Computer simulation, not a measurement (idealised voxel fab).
Documented hereafter: the process module known as voxel released beams.
Square cells of 5 nm make up the cross-section cut, whose width is 185 nm.
How to read a cross-section here: the picture is a grid of square cells, written as bands going from the top down, and any band can span one or more rows of cells.
This entry defines a band. It first specifies the height of the band's top and the height of its bottom in nm, and then specifies the band's materials from left to right, stating each material with its width in nm. The word "all across" identifies a single material that fills the band from edge to edge, while the word "empty" identifies empty space.
Note: height 0 marks the level under which the wafer is uniformly one material as received. Lowest band unbounded below, written "z 0 and below".
Per-row width for "30->40": begins at first number (top row of band), ends at second number (bottom row), increment between rows held constant.
"no modifications" -> step changed no cross-section cell.
Under "Unvented internal voids" you'll find the enclosed gaps, the ones with no way out to the top, that are 8 cells or bigger; each reads width x height at distance, with distance counted from the left edge, everything in nm.
after a step's settings: what the simulator itself notes on the step
Among the settings permitted on a step's line is "overlay nm"; applied to a step with a mask, it specifies the extent to which the mask lay to the right of its planned position, whereas a negative figure signifies a position to the left.

### List of planned process steps
1: RECEIVE, material Si
2: CONFORMAL_DEP, material Al2O3, thk nm 5
3: DIRECTIONAL_DEP, material SiO2, thk nm 20
4: MASKED_ETCH, tone open, mask id ANCHOR, width nm 25, etch materials SiO2, depth nm 20, overlay nm 0
5: CONFORMAL_DEP, material SiN, thk nm 10
6: DIRECTIONAL_DEP, material aC, thk nm 15
7: PATTERN, tone cover, mask id BEAM, material resist, width nm 110, thk nm 35, overlay nm 0
8: DIRECTIONAL_ETCH, etch materials aC, depth nm 15
9: STRIP, etch materials resist
10: DIRECTIONAL_ETCH, etch materials SiN, depth nm 10
11: STRIP, etch materials aC
12: STRIP, etch materials SiO2

### What follows covers the first of two wafers; it ran as planned

### Incoming wafer, cross-sectional view, post step 1
    z 0 and below: Si all across
    Unvented internal voids: none

### Take a look at the wafer's cross-section after step 2
    z 5 to 0: Al2O3 all across
    Nothing below the height 0 has changed.

### Take a look at the wafer's cross-section after step 3
    z 25 to 5: SiO2 all across
    Nothing below the height 5 has changed.

### Take a look at the wafer's cross-section after step 4
    z 25 to 5: 40 of SiO2 | 25 of empty | 120 of SiO2
    Nothing below the height 5 has changed.

### Take a look at the wafer's cross-section after step 5
    z 35 to 25: 50 of SiN | 5 of empty | 130 of SiN
    z 25 to 15: 40 of SiO2 | 10 of SiN | 5 of empty | 10 of SiN | 120 of SiO2
    z 15 to 5: 40 of SiO2 | 25 of SiN | 120 of SiO2
    Nothing below the height 5 has changed.

### Take a look at the wafer's cross-section after step 6
    z 50 to 35: 50 of aC | 5 of empty | 130 of aC
    z 35 to 30: 50 of SiN | 5 of empty | 130 of SiN
    z 30 to 25: 50 of SiN | 5 of aC | 130 of SiN
    z 25 to 15: 40 of SiO2 | 10 of SiN | 5 of aC | 10 of SiN | 120 of SiO2
    Nothing below the height 15 has changed.

### Take a look at the wafer's cross-section after step 7
    z 85 to 50: 35 of empty | 110 of resist | 40 of empty
    z 50 to 35: 50 of aC | 5 of resist | 130 of aC
    z 35 to 30: 50 of SiN | 5 of resist | 130 of SiN
    Nothing below the height 30 has changed.

### Take a look at the wafer's cross-section after step 8
    z 70 to 50: 35 of empty | 110 of resist | 40 of empty
    z 50 to 35: 35 of empty | 15 of aC | 5 of resist | 90 of aC | 40 of empty
    Nothing below the height 35 has changed.

### Take a look at the wafer's cross-section after step 9
    z 50 to 35: 35 of empty | 15 of aC | 5 of empty | 90 of aC | 40 of empty
    z 35 to 30: 50 of SiN | 5 of empty | 130 of SiN
    Nothing below the height 30 has changed.

### Take a look at the wafer's cross-section after step 10
    z 50 to 35: 35 of empty | 15 of aC | 5 of empty | 90 of aC | 40 of empty
    z 35 to 30: 35 of empty | 15 of SiN | 5 of empty | 90 of SiN | 40 of empty
    z 30 to 25: 35 of empty | 15 of SiN | 5 of aC | 90 of SiN | 40 of empty
    Nothing below the height 25 has changed.

### Take a look at the wafer's cross-section after step 11
    z 35 to 25: 35 of empty | 15 of SiN | 5 of empty | 90 of SiN | 40 of empty
    z 25 to 15: 40 of SiO2 | 10 of SiN | 5 of empty | 10 of SiN | 120 of SiO2
    Nothing below the height 15 has changed.

### Take a look at the wafer's cross-section after step 12
    z 35 to 25: 35 of empty | 15 of SiN | 5 of empty | 90 of SiN | 40 of empty
    z 25 to 15: 40 of empty | 10 of SiN | 5 of empty | 10 of SiN | 120 of empty
    z 15 to 5: 40 of empty | 25 of SiN | 120 of empty
    Nothing below the height 5 has changed.

### Second wafer - shared start and plan with the first - one error in running - same as the first up to step 6 inclusive

### Cross-sectional representation of the second wafer at the time designated in the plan for the completion of step 7
    z 85 to 50: 40 of empty | 110 of resist | 35 of empty
    z 50 to 35: 50 of aC | 5 of resist | 130 of aC
    z 35 to 30: 50 of SiN | 5 of resist | 130 of SiN
    Nothing below the height 30 has changed.

### Cross-sectional representation of the second wafer at the time designated in the plan for the completion of step 8
    z 70 to 50: 40 of empty | 110 of resist | 35 of empty
    z 50 to 35: 40 of empty | 10 of aC | 5 of resist | 95 of aC | 35 of empty
    Nothing below the height 35 has changed.

### Cross-sectional representation of the second wafer at the time designated in the plan for the completion of step 9
    z 50 to 35: 40 of empty | 10 of aC | 5 of empty | 95 of aC | 35 of empty
    z 35 to 30: 50 of SiN | 5 of empty | 130 of SiN
    Nothing below the height 30 has changed.

### Cross-sectional representation of the second wafer at the time designated in the plan for the completion of step 10
    z 50 to 35: 40 of empty | 10 of aC | 5 of empty | 95 of aC | 35 of empty
    z 35 to 30: 40 of empty | 10 of SiN | 5 of empty | 95 of SiN | 35 of empty
    z 30 to 25: 40 of empty | 10 of SiN | 5 of aC | 95 of SiN | 35 of empty
    Nothing below the height 25 has changed.

### Cross-sectional representation of the second wafer at the time designated in the plan for the completion of step 11
    z 35 to 25: 40 of empty | 10 of SiN | 5 of empty | 95 of SiN | 35 of empty
    z 25 to 15: 40 of SiO2 | 10 of SiN | 5 of empty | 10 of SiN | 120 of SiO2
    Nothing below the height 15 has changed.

### Cross-sectional representation of the second wafer at the time designated in the plan for the completion of step 12
    z 35 to 25: 40 of empty | 10 of SiN | 5 of empty | 95 of SiN | 35 of empty
    z 25 to 15: 40 of empty | 10 of SiN | 5 of empty | 10 of SiN | 120 of empty
    z 15 to 5: 40 of empty | 25 of SiN | 120 of empty
    Nothing below the height 5 has changed.
Here's what went sideways: step 7: run off-plan, actual operation and settings PATTERN, tone cover, mask id BEAM, material resist, width nm 110, thk nm 35, overlay nm 5
In the final comparison it is observed that the number of cells assigned to each material is identical for the two wafers, whereas their placement is not.
